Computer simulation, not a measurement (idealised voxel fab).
process module | voxel self aligned contacts
cross-section cut | 265 nm wide | cells 5 nm
A cross-section is a grid of square cells, given in bands from the top down. A band is one or more rows of cells.
Each band's line starts with the height of the band's top and of its bottom, in nm. Then come its materials from left to right, each with its width in nm. One material with "throughout" fills the band from edge to edge. "air" is empty space.
Height 0 is the level under which the wafer as received is all one material. The lowest band goes on downwards, as in "0 down".
A width such as "30 to 40" changes by the same amount from each row of cells to the next, from the band's top row to its bottom row.
"no change" after a step means that no cell of the cross-section changed.
closed voids: empty space of 8 cells or more with no open way to the top, each as width x height at its distance from the left edge, in nm
after a step's settings: what the simulator itself notes on the step
overlay nm, on a step with a mask: how far to the right of its planned place the mask lay; to the left if negative
plan
1 op RECEIVE | material Si
2 op CONFORMAL_DEP | material SiO2 | thk nm 5
3 op DIRECTIONAL_DEP | material polySi | thk nm 25
4 op DIRECTIONAL_DEP | material SiN | thk nm 20
5 op PATTERN | tone cover | mask id GATE | material resist | width nm 30 | pitch nm 70 | thk nm 20 | overlay nm 0
6 op DIRECTIONAL_ETCH | etch materials SiN | depth nm 20
7 op DIRECTIONAL_ETCH | etch materials polySi | depth nm 25
8 op STRIP | etch materials resist
9 op CONFORMAL_DEP | material SiN | thk nm 10
10 op DIRECTIONAL_ETCH | etch materials SiN | depth nm 10
11 op FILL_DEP | material SiO2 | thk nm 15
12 op CMP | height nm 60
13 op MASKED_ETCH | tone open | mask id CONTACT | width nm 50 | pitch nm 70 | etch materials SiO2 | depth nm 60 | overlay nm 0
14 op CONFORMAL_DEP | material TiN | thk nm 5
15 op FILL_DEP | material Ru | thk nm 10
16 op CMP | height nm 60
17 op CONFORMAL_DEP | material SiN | thk nm 5
as received, after step 1
  0 down: Si throughout
  closed voids: none
a wafer at the end: this start, this plan, one mistake
  65 to 60: SiN throughout
  60 to 50: SiO2 70 | TiN 5 to 20 | Ru 40 to 10 | TiN 5 to 20 | SiO2 20 | TiN 5 to 20 | Ru 40 to 10 | TiN 5 to 20 | SiO2 75
  50 to 30: SiO2 35 | SiN 50 | TiN 5 | Ru 10 | TiN 5 | SiN 50 | TiN 5 | Ru 10 | TiN 5 | SiN 50 | SiO2 40
  30 to 15: SiO2 35 | SiN 10 | polySi 30 | SiN 10 | TiN 5 | Ru 10 | TiN 5 | SiN 10 | polySi 30 | SiN 10 | TiN 5 | Ru 10 | TiN 5 | SiN 10 | polySi 30 | SiN 10 | SiO2 40
  15 to 10: SiO2 35 | SiN 10 | polySi 30 | SiN 10 | TiN 20 | SiN 10 | polySi 30 | SiN 10 | TiN 20 | SiN 10 | polySi 30 | SiN 10 | SiO2 40
  10 to 5: SiO2 35 | SiN 10 | polySi 30 | SiN 10 | SiO2 20 | SiN 10 | polySi 30 | SiN 10 | SiO2 20 | SiN 10 | polySi 30 | SiN 10 | SiO2 40
  5 to 0: SiO2 throughout
  0 down: Si throughout
  closed voids: none
what went wrong: step 13 ran as: op MASKED_ETCH | tone open | mask id CONTACT | width nm 50 | pitch nm 70 | etch materials SiO2 | depth nm 50 | overlay nm 0
